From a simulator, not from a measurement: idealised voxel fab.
process module | voxel capacitor over wiring
cross-section cut | 300 nm wide | cells 5 nm
A cross-section is a grid of square cells, given in bands from the top down. A band is one or more rows of cells.
Each band's line starts with the height of the band's top and of its bottom, in nm. Then come its materials from left to right, each with its width in nm. One material with "throughout" fills the band from edge to edge. "air" is empty space.
Height 0 is the level under which the wafer as received is all one material. The lowest band goes on downwards, as in "0 down".
A width such as "30 to 40" changes by the same amount from each row of cells to the next, from the band's top row to its bottom row.
"no change" after a step means that no cell of the cross-section changed.
closed voids: empty space of 8 cells or more with no open way to the top, each as width x height at its distance from the left edge, in nm
after a step's settings: what the simulator itself notes on the step
overlay nm, on a step with a mask: how far to the right of its planned place the mask lay; to the left if negative
plan
1 op RECEIVE | material Si
2 op CONFORMAL_DEP | material SiO2 | thk nm 10
3 op DIRECTIONAL_DEP | material TiN | thk nm 5
4 op DIRECTIONAL_DEP | material W | thk nm 25
5 op PATTERN | tone cover | mask id METAL_1 | material resist | width nm 20 | pitch nm 85 | thk nm 20 | overlay nm 0
6 op DIRECTIONAL_ETCH | etch materials W | depth nm 25
7 op DIRECTIONAL_ETCH | etch materials TiN | depth nm 5
8 op STRIP | etch materials resist
9 op FILL_DEP | material SiO2 | thk nm 10
10 op CMP | height nm 40
11 op CONFORMAL_DEP | material SiCN | thk nm 5
12 op DIRECTIONAL_DEP | material SiO2 | thk nm 20
13 op DIRECTIONAL_DEP | material aC | thk nm 15
14 op PATTERN | tone open | mask id PLUG_1 | material resist | width nm 15 | thk nm 35 | overlay nm 0
15 op DIRECTIONAL_ETCH | etch materials aC | depth nm 15
16 op STRIP | etch materials resist
17 op DIRECTIONAL_ETCH | etch materials SiO2 | depth nm 20
18 op DIRECTIONAL_ETCH | etch materials SiCN | depth nm 5
19 op STRIP | etch materials aC
20 op CONFORMAL_DEP | material TiN | thk nm 5
21 op FILL_DEP | material Cu | thk nm 10
22 op CMP | height nm 65
23 op DIRECTIONAL_DEP | material TiN | thk nm 10
24 op DIRECTIONAL_DEP | material Al2O3 | thk nm 5
25 op DIRECTIONAL_DEP | material TiN | thk nm 5
26 op DIRECTIONAL_DEP | material aC | thk nm 10
27 op PATTERN | tone cover | mask id UPPER_PLATE | material resist | width nm 70 | thk nm 30 | overlay nm 0
28 op DIRECTIONAL_ETCH | etch materials aC | depth nm 10
29 op STRIP | etch materials resist
30 op DIRECTIONAL_ETCH | etch materials TiN | depth nm 5
31 op DIRECTIONAL_ETCH | etch materials Al2O3 | depth nm 5
32 op STRIP | etch materials aC
33 op DIRECTIONAL_DEP | material aC | thk nm 10
34 op PATTERN | tone cover | mask id LOWER_PLATE | material resist | width nm 80 | thk nm 30 | overlay nm 0
35 op DIRECTIONAL_ETCH | etch materials aC | depth nm 10
36 op STRIP | etch materials resist
37 op DIRECTIONAL_ETCH | etch materials TiN | depth nm 10
38 op STRIP | etch materials aC
39 op FILL_DEP | material SiO2 | thk nm 20
40 op CMP | height nm 100
41 op PATTERN | tone open | mask id PLUG_2 | material resist | width nm 15 | thk nm 15 | overlay nm 0
42 op DIRECTIONAL_ETCH | etch materials SiO2 | depth nm 15
43 op STRIP | etch materials resist
44 op CONFORMAL_DEP | material TiN | thk nm 5
45 op FILL_DEP | material W | thk nm 10
46 op CMP | height nm 100
47 op CONFORMAL_DEP | material SiCN | thk nm 5
as received, after step 1
  0 down: Si throughout
  closed voids: none
a wafer at the end: this start, this plan, one mistake
  105 to 100: SiCN throughout
  100 to 90: SiO2 110 | TiN 5 | W 5 | TiN 5 | SiO2 175
  90 to 85: SiO2 110 | TiN 15 | SiO2 175
  85 to 80: SiO2 throughout
  80 to 75: SiO2 100 | Al2O3 70 | SiO2 130
  75 to 65: TiN 95 | SiO2 5 | TiN 70 | SiO2 5 | TiN 125
  65 to 45: SiO2 100 | TiN 5 | Cu 5 | TiN 5 | SiO2 185
  45 to 40: SiCN 100 | TiN 15 | SiCN 185
  40 to 15: SiO2 95 | W 20 | SiO2 65 | W 20 | SiO2 100
  15 to 10: SiO2 95 | TiN 20 | SiO2 65 | TiN 20 | SiO2 100
  10 to 0: SiO2 throughout
  0 down: Si throughout
  closed voids: none
what went wrong: step 34 ran as: op PATTERN | tone open | mask id LOWER_PLATE | material resist | width nm 80 | thk nm 30 | overlay nm 0
